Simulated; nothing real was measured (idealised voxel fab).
voxel released beams: a process module
The figure presents cross-section cut, which has a width of 190 nm and is divided into square cells with an edge length of 5 nm.
A cross-section is a grid of square cells, given in bands from the top down. A band is one or more rows of cells. What a band's entry tells you: where the top is and where the bottom is, as heights in nm, and after that what lies inside, material by material from left to right, each with its width in nm. Empty space is written as the word "empty", and a single material marked with the word "edge to edge" occupies the band from edge to edge. Heights are expressed relative to 0, this being the level below which the as-received wafer comprises one material exclusively. The lowest band is unbounded in the downward direction and is denoted as in "0 nm and below". Width spec "30->40" -> top row of cells at first value, bottom row at second value, equal per-row change in between. The cross-section has no changed cell in any step marked "no change". "Closed void listing" contains a list of empty spaces, each no smaller than 8 cells and without an open way to the top, written in the form width x height at distance with the distance from the left edge and all three in nm. after a step's settings: what the simulator itself notes on the step. Steps that use a mask can have "overlay nm" on their line. It says how far the mask sat to the right of where it was meant to be. Negative means to the left.

The following list gives the planned process steps:
1: op RECEIVE | material Si
2: op CONFORMAL_DEP | material SiN | thk nm 5
3: op DIRECTIONAL_DEP | material SiO2 | thk nm 20
4: op PATTERN | tone open | mask id ANCHOR | material resist | width nm 45 | thk nm 15 | overlay nm 0
5: op DIRECTIONAL_ETCH | etch materials SiO2 | depth nm 20
6: op STRIP | etch materials resist
7: op CONFORMAL_DEP | material TiN | thk nm 15
8: op PATTERN | tone cover | mask id BEAM | material resist | width nm 120 | thk nm 15 | overlay nm 0
9: op DIRECTIONAL_ETCH | etch materials TiN | depth nm 15
10: op STRIP | etch materials resist
11: op STRIP | etch materials SiO2
What sets these wafers apart? The width nm at step 8. They all start alike, and the plan carries the first wafer's value.

The as-received cross-section of the first of several wafers corresponds to the state after step 1:
* 0 nm and below  Si edge to edge
* Closed void listing: none

Here is the cross-section of the first of several wafers at the end of the module, after its last step, step 11:
* 40 nm to 25 nm  30 nm empty | 15 nm TiN | 15 nm empty | 90 nm TiN | 40 nm empty
* 25 nm to 20 nm  30 nm empty | 15 nm TiN | 15 nm empty | 15 nm TiN | 115 nm empty
* 20 nm to 5 nm  30 nm empty | 45 nm TiN | 115 nm empty
* 5 nm to 0 nm  SiN edge to edge
* 0 nm and below  Si edge to edge
* Closed void listing: none

Last wafer, end of module, cross-section:
* 40 nm to 25 nm  20 nm empty | 25 nm TiN | 15 nm empty | 105 nm TiN | 25 nm empty
* 25 nm to 20 nm  30 nm empty | 15 nm TiN | 15 nm empty | 15 nm TiN | 115 nm empty
* 20 nm to 5 nm  30 nm empty | 45 nm TiN | 115 nm empty
* 5 nm to 0 nm  SiN edge to edge
* 0 nm and below  Si edge to edge
* Closed void listing: none

Below: a row per wafer. Contents at end of module: for every material, cells gained since receipt (+) or lost since receipt (-); then closed voids:
width nm 120; +38 SiN; +96 TiN; Closed void listing: none
width nm 125; +38 SiN; +99 TiN; Closed void listing: none
width nm 130; +38 SiN; +102 TiN; Closed void listing: none
width nm 135; +38 SiN; +105 TiN; Closed void listing: none
width nm 140; +38 SiN; +108 TiN; Closed void listing: none
width nm 145; +38 SiN; +111 TiN; Closed void listing: none
